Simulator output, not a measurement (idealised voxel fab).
The name of this process module is voxel wiring stack.
Xsec cut, 155 nm wide, square cell size 5 nm.
Cross-section spec: square-cell grid; bands listed top down; each band is one or more rows. Quick guide to a band line: top height, bottom height (nm) up front; then every material left to right with its width in nm. Only one material and it's marked "edge to edge"? Then it fills the band edge to edge. And "blank" just means empty space. Note: height 0 marks the level under which the wafer is uniformly one material as received. Lowest band unbounded below, written "0 and below". Note: "30->40" means the width goes from the first number (top row of the band) to the second number (bottom row) in equal steps per row of cells. What does "no change occurred" mean for a step? It means no cell of the cross-section changed in that step. "Enclosed void inventory" lists enclosed empty spaces (at least 8 cells, no open path upward to the top), each as width x height at distance from the left edge, in nm. If you see something after the settings on a step's line, that's the simulator's own remark about that step. overlay nm: how far to the right of its planned place the mask lay on this masked step (negative: to the left). Pairs ahead. Before: cross-section ahead of one process step. After: cross-section once the step is done, shown to the lowest changed band only. Under each pair: that step, with settings. Caution: pairs may come from different runs of this module on the same starting wafer; a pair follows the pair above only where its "Pre-step geometry" entry says so.
## Pre-step geometry
	100 down to 85 = aC 30  blank 20  aC 15  blank 20  aC 15  blank 20  aC 35
	85 down to 60 = lowk 30  blank 20  lowk 15  blank 20  lowk 15  blank 20  lowk 35
	60 down to 55 = SiN edge to edge
	55 down to 50 = SiO2 30  TiN 5  Cu 5  TiN 5  SiO2 55  TiN 5  Cu 5  TiN 5  SiO2 40
	50 down to 45 = SiO2 30  TiN 15  SiO2 55  TiN 15  SiO2 40
	45 down to 40 = Ru edge to edge
	40 down to 20 = SiO2 25  SiN 5  Ru 20  SiN 5  SiO2 5  SiN 5  Ru 20  SiN 5  SiO2 5  SiN 5  Ru 20  SiN 5  SiO2 30
	20 down to 15 = SiN 30  TiN 20  SiN 15  TiN 20  SiN 15  TiN 20  SiN 35
	15 down to 0 = SiO2 edge to edge
	0 and below = Si edge to edge
	Enclosed void inventory: none
## As Processed
	100 down to 85 = aC 30  blank 20  aC 15  blank 20  aC 15  blank 20  aC 35
	85 down to 60 = lowk 30  blank 20  lowk 15  blank 20  lowk 15  blank 20  lowk 35
	60 down to 55 = SiN 30  blank 20  SiN 15  blank 20  SiN 15  blank 20  SiN 35
	Below a height of 55, the structure has not been altered.
	Enclosed void inventory: none
Step taken after the before cross-section and before the after cross-section above: DIRECTIONAL_ETCH with etch materials SiN, depth nm 5
Pre-step geometry: It is represented by the cross-section appearing after the step of the pair directly above.
## As Processed
	85 down to 60 = lowk 30  blank 20  lowk 15  blank 20  lowk 15  blank 20  lowk 35
	Below a height of 60, the structure has not been altered.
	Enclosed void inventory: none
Step taken after the before cross-section and before the after cross-section above: STRIP with etch materials aC
Pre-step geometry: It is represented by the cross-section appearing after the step of the pair directly above.
## As Processed
	90 down to 85 = TiN 35  blank 10  TiN 25  blank 10  TiN 25  blank 10  TiN 40
	85 down to 60 = lowk 30  TiN 5  blank 10  TiN 5  lowk 15  TiN 5  blank 10  TiN 5  lowk 15  TiN 5  blank 10  TiN 5  lowk 35
	60 down to 55 = SiN 30  TiN 20  SiN 15  TiN 20  SiN 15  TiN 20  SiN 35
	Below a height of 55, the structure has not been altered.
	Enclosed void inventory: none
Step taken after the before cross-section and before the after cross-section above: CONFORMAL_DEP with material TiN, thk nm 5
Pre-step geometry: It is represented by the cross-section appearing after the step of the pair directly above.
## As Processed
	100 down to 90 = Cu edge to edge
	90 down to 85 = TiN 35  Cu 10  TiN 25  Cu 10  TiN 25  Cu 10  TiN 40
	85 down to 60 = lowk 30  TiN 5  Cu 10  TiN 5  lowk 15  TiN 5  Cu 10  TiN 5  lowk 15  TiN 5  Cu 10  TiN 5  lowk 35
	Below a height of 60, the structure has not been altered.
	Enclosed void inventory: none
Step taken after the before cross-section and before the after cross-section above: FILL_DEP with material Cu, thk nm 10
Pre-step geometry: It is represented by the cross-section appearing after the step of the pair directly above.
## As Processed
	85 down to 60 = lowk 30  TiN 5  Cu 10  TiN 5  lowk 15  TiN 5  Cu 10  TiN 5  lowk 15  TiN 5  Cu 10  TiN 5  lowk 35
	Below a height of 60, the structure has not been altered.
	Enclosed void inventory: none
Step taken after the before cross-section and before the after cross-section above: CMP with height nm 85
Pre-step geometry: It is represented by the cross-section appearing after the step of the pair directly above.
## As Processed
	90 down to 85 = blank 25  Ru 30  blank 5  Ru 30  blank 5  Ru 30  blank 30
	Below a height of 85, the structure has not been altered.
	Enclosed void inventory: none
Step taken after the before cross-section and before the after cross-section above: EPI with material Ru, thk nm 5
Pre-step geometry: It is represented by the cross-section appearing after the step of the pair directly above.
## As Processed
	95 down to 90 = SiCN edge to edge
	90 down to 85 = SiCN 25  Ru 30  SiCN 5  Ru 30  SiCN 5  Ru 30  SiCN 30
	Below a height of 85, the structure has not been altered.
	Enclosed void inventory: none
Step taken after the before cross-section and before the after cross-section above: FILL_DEP with material SiCN, thk nm 5
Pre-step geometry: It is represented by the cross-section appearing after the step of the pair directly above.
## As Processed
	115 down to 95 = SiO2 edge to edge
	Below a height of 95, the structure has not been altered.
	Enclosed void inventory: none
Step taken after the before cross-section and before the after cross-section above: DIRECTIONAL_DEP with material SiO2, thk nm 20
Pre-step geometry: It is represented by the cross-section appearing after the step of the pair directly above.
## As Processed
	130 down to 115 = resist 30  blank 15  resist 20  blank 15  resist 20  blank 15  resist 40
	Below a height of 115, the structure has not been altered.
	Enclosed void inventory: none
Step taken after the before cross-section and before the after cross-section above: PATTERN with tone open, mask id PLUG_2, material resist, width nm 15, pitch nm 35, thk nm 15, overlay nm 0
Pre-step geometry: It is represented by the cross-section appearing after the step of the pair directly above.
## As Processed
	130 down to 115 = resist 30  blank 15  resist 20  blank 15  resist 20  blank 15  resist 40
	115 down to 95 = SiO2 30  blank 15  SiO2 20  blank 15  SiO2 20  blank 15  SiO2 40
	Below a height of 95, the structure has not been altered.
	Enclosed void inventory: none
Step taken after the before cross-section and before the after cross-section above: DIRECTIONAL_ETCH with etch materials SiO2, depth nm 20
Pre-step geometry: It is represented by the cross-section appearing after the step of the pair directly above.
## As Processed
	130 down to 115 = resist 30  blank 15  resist 20  blank 15  resist 20  blank 15  resist 40
	115 down to 95 = SiO2 30  blank 15  SiO2 20  blank 15  SiO2 20  blank 15  SiO2 40
	95 down to 90 = SiCN 30  blank 15  SiCN 20  blank 15  SiCN 20  blank 15  SiCN 40
	Below a height of 90, the structure has not been altered.
	Enclosed void inventory: none
Step taken after the before cross-section and before the after cross-section above: DIRECTIONAL_ETCH with etch materials SiCN, depth nm 5
Pre-step geometry: It is represented by the cross-section appearing after the step of the pair directly above.
## As Processed
	115 down to 95 = SiO2 30  blank 15  SiO2 20  blank 15  SiO2 20  blank 15  SiO2 40
	Below a height of 95, the structure has not been altered.
	Enclosed void inventory: none
Step taken after the before cross-section and before the after cross-section above: STRIP with etch materials resist
Pre-step geometry: It is represented by the cross-section appearing after the step of the pair directly above.
## As Processed
	115 down to 100 = SiO2 30  blank 15  SiO2 20  blank 15  SiO2 20  blank 15  SiO2 40
	100 down to 95 = SiO2 30  Ru 15  SiO2 20  Ru 15  SiO2 20  Ru 15  SiO2 40
	95 down to 85 = SiCN 30->25  Ru 15->30  SiCN 20->5  Ru 15->30  SiCN 20->5  Ru 15->30  SiCN 40->30
	Below a height of 85, the structure has not been altered.
	Enclosed void inventory: none
Step taken after the before cross-section and before the after cross-section above: EPI with material Ru, thk nm 10
Pre-step geometry: It is represented by the cross-section appearing after the step of the pair directly above.
## As Processed
	115 down to 110 = SiO2 30  blank 15  SiO2 20  blank 15  SiO2 20  blank 15  SiO2 40
	110 down to 95 = SiO2 30  Ru 15  SiO2 20  Ru 15  SiO2 20  Ru 15  SiO2 40
	Below a height of 95, the structure has not been altered.
	Enclosed void inventory: none
Step taken after the before cross-section and before the after cross-section above: EPI with material Ru, thk nm 10
Pre-step geometry: It is represented by the cross-section appearing after the step of the pair directly above.
## As Processed
	115 down to 95 = SiO2 30  Ru 15  SiO2 20  Ru 15  SiO2 20  Ru 15  SiO2 40
	Below a height of 95, the structure has not been altered.
	Enclosed void inventory: none
Step taken after the before cross-section and before the after cross-section above: EPI with material Ru, thk nm 5
Pre-step geometry: It is represented by the cross-section appearing after the step of the pair directly above.
## As Processed
	120 down to 115 = SiN edge to edge
	Below a height of 115, the structure has not been altered.
	Enclosed void inventory: none
Step taken after the before cross-section and before the after cross-section above: CONFORMAL_DEP with material SiN, thk nm 5
Pre-step geometry: It is represented by the cross-section appearing after the step of the pair directly above.
## As Processed
	135 down to 120 = lowk edge to edge
	Below a height of 120, the structure has not been altered.
	Enclosed void inventory: none
Step taken after the before cross-section and before the after cross-section above: DIRECTIONAL_DEP with material lowk, thk nm 15
Pre-step geometry: It is represented by the cross-section appearing after the step of the pair directly above.
## As Processed
	135 down to 120 = lowk 30  blank 20  lowk 15  blank 20  lowk 15  blank 20  lowk 35
	Below a height of 120, the structure has not been altered.
	Enclosed void inventory: none
Step taken after the before cross-section and before the after cross-section above: MASKED_ETCH with tone open, mask id METAL_3, width nm 20, pitch nm 35, etch materials lowk, depth nm 15, overlay nm 0
Pre-step geometry: It is represented by the cross-section appearing after the step of the pair directly above.
## As Processed
	135 down to 120 = lowk 30  blank 20  lowk 15  blank 20  lowk 15  blank 20  lowk 35
	120 down to 115 = SiN 30  blank 20  SiN 15  blank 20  SiN 15  blank 20  SiN 35
	Below a height of 115, the structure has not been altered.
	Enclosed void inventory: none
Step taken after the before cross-section and before the after cross-section above: MASKED_ETCH with tone open, mask id METAL_3, width nm 20, pitch nm 35, etch materials SiN, depth nm 5, overlay nm 0
Pre-step geometry: It is represented by the cross-section appearing after the step of the pair directly above.
## As Processed
	140 down to 135 = TiN 35  blank 10  TiN 25  blank 10  TiN 25  blank 10  TiN 40
	135 down to 120 = lowk 30  TiN 5  blank 10  TiN 5  lowk 15  TiN 5  blank 10  TiN 5  lowk 15  TiN 5  blank 10  TiN 5  lowk 35
	120 down to 115 = SiN 30  TiN 20  SiN 15  TiN 20  SiN 15  TiN 20  SiN 35
	Below a height of 115, the structure has not been altered.
	Enclosed void inventory: none
Step taken after the before cross-section and before the after cross-section above: CONFORMAL_DEP with material TiN, thk nm 5
Pre-step geometry: It is represented by the cross-section appearing after the step of the pair directly above.
## As Processed
	145 down to 140 = Cu edge to edge
	140 down to 135 = TiN 35  Cu 10  TiN 25  Cu 10  TiN 25  Cu 10  TiN 40
	135 down to 120 = lowk 30  TiN 5  Cu 10  TiN 5  lowk 15  TiN 5  Cu 10  TiN 5  lowk 15  TiN 5  Cu 10  TiN 5  lowk 35
	Below a height of 120, the structure has not been altered.
	Enclosed void inventory: none
Step taken after the before cross-section and before the after cross-section above: FILL_DEP with material Cu, thk nm 5
Pre-step geometry: It is represented by the cross-section appearing after the step of the pair directly above.
## As Processed
	135 down to 120 = lowk 30  TiN 5  Cu 10  TiN 5  lowk 15  TiN 5  Cu 10  TiN 5  lowk 15  TiN 5  Cu 10  TiN 5  lowk 35
	Below a height of 120, the structure has not been altered.
	Enclosed void inventory: none
Step taken after the before cross-section and before the after cross-section above: CMP with height nm 135
Pre-step geometry: It is represented by the cross-section appearing after the step of the pair directly above.
## As Processed
	140 down to 135 = SiN edge to edge
	Below a height of 135, the structure has not been altered.
	Enclosed void inventory: none
Step taken after the before cross-section and before the after cross-section above: CONFORMAL_DEP with material SiN, thk nm 5
## Pre-step geometry
	100 down to 85 = aC edge to edge
	85 down to 60 = lowk edge to edge
	60 down to 55 = SiN edge to edge
	55 down to 45 = SiO2 30  TiN 5  Cu 5  TiN 5  SiO2 55  TiN 5  Cu 5  TiN 5  SiO2 40
	45 down to 40 = SiCN 30  TiN 15  SiCN 55  TiN 15  SiCN 40
	40 down to 20 = SiO2 25  SiN 5  Ru 20  SiN 5  SiO2 5  SiN 5  Ru 20  SiN 5  SiO2 5  SiN 5  Ru 20  SiN 5  SiO2 30
	20 down to 15 = SiN 30  TiN 20  SiN 15  TiN 20  SiN 15  TiN 20  SiN 35
	15 down to 0 = SiO2 edge to edge
	0 and below = Si edge to edge
	Enclosed void inventory: none
## As Processed
	130 down to 100 = blank 30  resist 20  blank 15  resist 20  blank 15  resist 20  blank 35
	Below a height of 100, the structure has not been altered.
	Enclosed void inventory: none
Step taken after the before cross-section and before the after cross-section above: PATTERN with tone cover, mask id METAL_2, material resist, width nm 20, pitch nm 35, thk nm 30, overlay nm 0
Pre-step geometry: It is represented by the cross-section appearing after the step of the pair directly above.
## As Processed
	115 down to 100 = blank 30  resist 20  blank 15  resist 20  blank 15  resist 20  blank 35
	100 down to 85 = blank 30  aC 20  blank 15  aC 20  blank 15  aC 20  blank 35
	Below a height of 85, the structure has not been altered.
	Enclosed void inventory: none
Step taken after the before cross-section and before the after cross-section above: DIRECTIONAL_ETCH with etch materials aC, depth nm 15
Pre-step geometry: It is represented by the cross-section appearing after the step of the pair directly above.
## As Processed
	100 down to 85 = blank 30  aC 20  blank 15  aC 20  blank 15  aC 20  blank 35
	Below a height of 85, the structure has not been altered.
	Enclosed void inventory: none
Step taken after the before cross-section and before the after cross-section above: STRIP with etch materials resist
Pre-step geometry: It is represented by the cross-section appearing after the step of the pair directly above.
## As Processed
	100 down to 85 = blank 30  aC 20  blank 15  aC 20  blank 15  aC 20  blank 35
	85 down to 60 = blank 30  lowk 20  blank 15  lowk 20  blank 15  lowk 20  blank 35
	Below a height of 60, the structure has not been altered.
	Enclosed void inventory: none
Step taken after the before cross-section and before the after cross-section above: DIRECTIONAL_ETCH with etch materials lowk, depth nm 25
Pre-step geometry: It is represented by the cross-section appearing after the step of the pair directly above.
## As Processed
	100 down to 85 = blank 30  aC 20  blank 15  aC 20  blank 15  aC 20  blank 35
	85 down to 60 = blank 30  lowk 20  blank 15  lowk 20  blank 15  lowk 20  blank 35
	60 down to 55 = blank 30  SiN 20  blank 15  SiN 20  blank 15  SiN 20  blank 35
	Below a height of 55, the structure has not been altered.
	Enclosed void inventory: none
Step taken after the before cross-section and before the after cross-section above: DIRECTIONAL_ETCH with etch materials SiN, depth nm 5
Pre-step geometry: It is represented by the cross-section appearing after the step of the pair directly above.
## As Processed
	85 down to 60 = blank 30  lowk 20  blank 15  lowk 20  blank 15  lowk 20  blank 35
	Below a height of 60, the structure has not been altered.
	Enclosed void inventory: none
Step taken after the before cross-section and before the after cross-section above: STRIP with etch materials aC
Pre-step geometry: It is represented by the cross-section appearing after the step of the pair directly above.
## As Processed
	90 down to 85 = blank 25  TiN 30  blank 5  TiN 30  blank 5  TiN 30  blank 30
	85 down to 60 = blank 25  TiN 5  lowk 20  TiN 5  blank 5  TiN 5  lowk 20  TiN 5  blank 5  TiN 5  lowk 20  TiN 5  blank 30
	60 down to 55 = TiN 30  SiN 20  TiN 15  SiN 20  TiN 15  SiN 20  TiN 35
	Below a height of 55, the structure has not been altered.
	Enclosed void inventory: none
Step taken after the before cross-section and before the after cross-section above: CONFORMAL_DEP with material TiN, thk nm 5
Pre-step geometry: It is represented by the cross-section appearing after the step of the pair directly above.
## As Processed
	100 down to 90 = Cu edge to edge
	90 down to 85 = Cu 25  TiN 30  Cu 5  TiN 30  Cu 5  TiN 30  Cu 30
	85 down to 60 = Cu 25  TiN 5  lowk 20  TiN 5  Cu 5  TiN 5  lowk 20  TiN 5  Cu 5  TiN 5  lowk 20  TiN 5  Cu 30
	Below a height of 60, the structure has not been altered.
	Enclosed void inventory: none
Step taken after the before cross-section and before the after cross-section above: FILL_DEP with material Cu, thk nm 10
Pre-step geometry: It is represented by the cross-section appearing after the step of the pair directly above.
## As Processed
	85 down to 60 = Cu 25  TiN 5  lowk 20  TiN 5  Cu 5  TiN 5  lowk 20  TiN 5  Cu 5  TiN 5  lowk 20  TiN 5  Cu 30
	Below a height of 60, the structure has not been altered.
	Enclosed void inventory: none
Step taken after the before cross-section and before the after cross-section above: CMP with height nm 85
Pre-step geometry: It is represented by the cross-section appearing after the step of the pair directly above.
## As Processed
	90 down to 85 = Ru 35  blank 10  Ru 25  blank 10  Ru 25  blank 10  Ru 40
	Below a height of 85, the structure has not been altered.
	Enclosed void inventory: none
Step taken after the before cross-section and before the after cross-section above: EPI with material Ru, thk nm 5
Pre-step geometry: It is represented by the cross-section appearing after the step of the pair directly above.
## As Processed
	95 down to 90 = SiCN edge to edge
	90 down to 85 = Ru 35  SiCN 10  Ru 25  SiCN 10  Ru 25  SiCN 10  Ru 40
	Below a height of 85, the structure has not been altered.
	Enclosed void inventory: none
Step taken after the before cross-section and before the after cross-section above: FILL_DEP with material SiCN, thk nm 5
Pre-step geometry: It is represented by the cross-section appearing after the step of the pair directly above.
## As Processed
	115 down to 95 = SiO2 edge to edge
	Below a height of 95, the structure has not been altered.
	Enclosed void inventory: none
Step taken after the before cross-section and before the after cross-section above: DIRECTIONAL_DEP with material SiO2, thk nm 20
Pre-step geometry: It is represented by the cross-section appearing after the step of the pair directly above.
## As Processed
	130 down to 115 = resist 30  blank 15  resist 20  blank 15  resist 20  blank 15  resist 40
	Below a height of 115, the structure has not been altered.
	Enclosed void inventory: none
Step taken after the before cross-section and before the after cross-section above: PATTERN with tone open, mask id PLUG_2, material resist, width nm 15, pitch nm 35, thk nm 15, overlay nm 0
Pre-step geometry: It is represented by the cross-section appearing after the step of the pair directly above.
## As Processed
	130 down to 115 = resist 30  blank 15  resist 20  blank 15  resist 20  blank 15  resist 40
	115 down to 95 = SiO2 30  blank 15  SiO2 20  blank 15  SiO2 20  blank 15  SiO2 40
	Below a height of 95, the structure has not been altered.
	Enclosed void inventory: none
Step taken after the before cross-section and before the after cross-section above: DIRECTIONAL_ETCH with etch materials SiO2, depth nm 20
Pre-step geometry: It is represented by the cross-section appearing after the step of the pair directly above.
## As Processed
	130 down to 115 = resist 30  blank 15  resist 20  blank 15  resist 20  blank 15  resist 40
	115 down to 95 = SiO2 30  blank 15  SiO2 20  blank 15  SiO2 20  blank 15  SiO2 40
	95 down to 90 = SiCN 30  blank 15  SiCN 20  blank 15  SiCN 20  blank 15  SiCN 40
	Below a height of 90, the structure has not been altered.
	Enclosed void inventory: none
Step taken after the before cross-section and before the after cross-section above: DIRECTIONAL_ETCH with etch materials SiCN, depth nm 5
Pre-step geometry: It is represented by the cross-section appearing after the step of the pair directly above.
## As Processed
	115 down to 95 = SiO2 30  blank 15  SiO2 20  blank 15  SiO2 20  blank 15  SiO2 40
	Below a height of 95, the structure has not been altered.
	Enclosed void inventory: none
Step taken after the before cross-section and before the after cross-section above: STRIP with etch materials resist
Pre-step geometry: It is represented by the cross-section appearing after the step of the pair directly above.
## As Processed
	115 down to 100 = SiO2 30  blank 15  SiO2 20  blank 15  SiO2 20  blank 15  SiO2 40
	100 down to 95 = SiO2 30  Ru 15  SiO2 20  Ru 15  SiO2 20  Ru 15  SiO2 40
	95 down to 90 = SiCN 30  Ru 15  SiCN 20  Ru 15  SiCN 20  Ru 15  SiCN 40
	Below a height of 90, the structure has not been altered.
	Enclosed void inventory: none
Step taken after the before cross-section and before the after cross-section above: EPI with material Ru, thk nm 10
Pre-step geometry: It is represented by the cross-section appearing after the step of the pair directly above.
## As Processed
	115 down to 110 = SiO2 30  blank 15  SiO2 20  blank 15  SiO2 20  blank 15  SiO2 40
	110 down to 95 = SiO2 30  Ru 15  SiO2 20  Ru 15  SiO2 20  Ru 15  SiO2 40
	Below a height of 95, the structure has not been altered.
	Enclosed void inventory: none
Step taken after the before cross-section and before the after cross-section above: EPI with material Ru, thk nm 10
Pre-step geometry: It is represented by the cross-section appearing after the step of the pair directly above.
## As Processed
	115 down to 95 = SiO2 30  Ru 15  SiO2 20  Ru 15  SiO2 20  Ru 15  SiO2 40
	Below a height of 95, the structure has not been altered.
	Enclosed void inventory: none
Step taken after the before cross-section and before the after cross-section above: EPI with material Ru, thk nm 5
Pre-step geometry: It is represented by the cross-section appearing after the step of the pair directly above.
## As Processed
	120 down to 115 = SiN edge to edge
	Below a height of 115, the structure has not been altered.
	Enclosed void inventory: none
Step taken after the before cross-section and before the after cross-section above: CONFORMAL_DEP with material SiN, thk nm 5
Pre-step geometry: It is represented by the cross-section appearing after the step of the pair directly above.
## As Processed
	135 down to 120 = lowk edge to edge
	Below a height of 120, the structure has not been altered.
	Enclosed void inventory: none
Step taken after the before cross-section and before the after cross-section above: DIRECTIONAL_DEP with material lowk, thk nm 15
Pre-step geometry: It is represented by the cross-section appearing after the step of the pair directly above.
## As Processed
	135 down to 120 = lowk 30  blank 20  lowk 15  blank 20  lowk 15  blank 20  lowk 35
	Below a height of 120, the structure has not been altered.
	Enclosed void inventory: none
Step taken after the before cross-section and before the after cross-section above: MASKED_ETCH with tone open, mask id METAL_3, width nm 20, pitch nm 35, etch materials lowk, depth nm 15, overlay nm 0
Pre-step geometry: It is represented by the cross-section appearing after the step of the pair directly above.
## As Processed
	135 down to 120 = lowk 30  blank 20  lowk 15  blank 20  lowk 15  blank 20  lowk 35
	120 down to 115 = SiN 30  blank 20  SiN 15  blank 20  SiN 15  blank 20  SiN 35
	Below a height of 115, the structure has not been altered.
	Enclosed void inventory: none
Step taken after the before cross-section and before the after cross-section above: MASKED_ETCH with tone open, mask id METAL_3, width nm 20, pitch nm 35, etch materials SiN, depth nm 5, overlay nm 0
Pre-step geometry: It is represented by the cross-section appearing after the step of the pair directly above.
## As Processed
	140 down to 135 = TiN 35  blank 10  TiN 25  blank 10  TiN 25  blank 10  TiN 40
	135 down to 120 = lowk 30  TiN 5  blank 10  TiN 5  lowk 15  TiN 5  blank 10  TiN 5  lowk 15  TiN 5  blank 10  TiN 5  lowk 35
	120 down to 115 = SiN 30  TiN 20  SiN 15  TiN 20  SiN 15  TiN 20  SiN 35
	Below a height of 115, the structure has not been altered.
	Enclosed void inventory: none
Step taken after the before cross-section and before the after cross-section above: CONFORMAL_DEP with material TiN, thk nm 5
Pre-step geometry: It is represented by the cross-section appearing after the step of the pair directly above.
## As Processed
	145 down to 140 = Cu edge to edge
	140 down to 135 = TiN 35  Cu 10  TiN 25  Cu 10  TiN 25  Cu 10  TiN 40
	135 down to 120 = lowk 30  TiN 5  Cu 10  TiN 5  lowk 15  TiN 5  Cu 10  TiN 5  lowk 15  TiN 5  Cu 10  TiN 5  lowk 35
	Below a height of 120, the structure has not been altered.
	Enclosed void inventory: none
Step taken after the before cross-section and before the after cross-section above: FILL_DEP with material Cu, thk nm 5
Pre-step geometry: It is represented by the cross-section appearing after the step of the pair directly above.
## As Processed
	135 down to 120 = lowk 30  TiN 5  Cu 10  TiN 5  lowk 15  TiN 5  Cu 10  TiN 5  lowk 15  TiN 5  Cu 10  TiN 5  lowk 35
	Below a height of 120, the structure has not been altered.
	Enclosed void inventory: none
Step taken after the before cross-section and before the after cross-section above: CMP with height nm 135
Pre-step geometry: It is represented by the cross-section appearing after the step of the pair directly above.
## As Processed
	140 down to 135 = SiN edge to edge
	Below a height of 135, the structure has not been altered.
	Enclosed void inventory: none
Step taken after the before cross-section and before the after cross-section above: CONFORMAL_DEP with material SiN, thk nm 5
